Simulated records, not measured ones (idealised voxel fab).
Documented hereafter: the process module known as voxel double patterning.
The width of the displayed cross-section, cut, is 260 nm; its cells are square, with a size of 5 nm.
Think of the cross-section as a grid of square cells. We describe it in bands, top to bottom, and each band covers one or more rows of those cells.
Band: top and bottom heights (nm) first, top before bottom; then materials from left to right, widths in nm. "full width" marks a sole material filling the band edge to edge. "blank" denotes empty space.
Beneath 0, the wafer as received is one material, and that level is where height counting begins. The lowest band goes on downward without a bottom; it is written like "0 -> down".
Graded width ("30 to 40"): value in top row of band = first number; value in bottom row = second number; row-to-row change constant.
Basically "nothing got changed" means that step didn't change any cell in the cross-section.
Closed voids list: empty space of 8 cells or more with no open way to the top, each as width x height at its distance from the left edge, in nm
Anything after a step's settings on that line? It's the simulator's own note about the step.
overlay nm: mask right of planned place by this much (step with mask). Neg. = left.

Set out below are the planned steps of the process:
- 1: RECEIVE [material Si]
- 2: CONFORMAL_DEP [material SiN] [thk nm 10]
- 3: DIRECTIONAL_DEP [material SiO2] [thk nm 15]
- 4: DIRECTIONAL_DEP [material SiCN] [thk nm 10]
- 5: PATTERN [tone open] [mask id FIRST] [material resist] [width nm 15] [pitch nm 50] [thk nm 15] [overlay nm 0]
- 6: DIRECTIONAL_ETCH [etch materials SiCN] [depth nm 10]
- 7: STRIP [etch materials resist]
- 8: DIRECTIONAL_DEP [material aC] [thk nm 15]
- 9: PATTERN [tone open] [mask id SECOND] [material resist] [width nm 15] [thk nm 35] [overlay nm 0]
- 10: DIRECTIONAL_ETCH [etch materials aC] [depth nm 15]
- 11: STRIP [etch materials resist]
- 12: DIRECTIONAL_ETCH [etch materials SiCN] [depth nm 10]
- 13: STRIP [etch materials aC]
- 14: DIRECTIONAL_ETCH [etch materials SiO2] [depth nm 15]
- 15: STRIP [etch materials SiCN]

As-received wafer cross-section (after step 1):
> 0 -> down = Si full width
> Closed voids list: none

The module was run from the start shown above using the plan shown above, but one mistake was made doing it; the resulting wafer cross-section is below:
> 25 -> 15 = SiN full width
> 15 -> 0 = SiO2 full width
> 0 -> down = Si full width
> Closed voids list: none
Which mistake was made when the wafer was run? plan vs actual: 2 and 3 interchanged
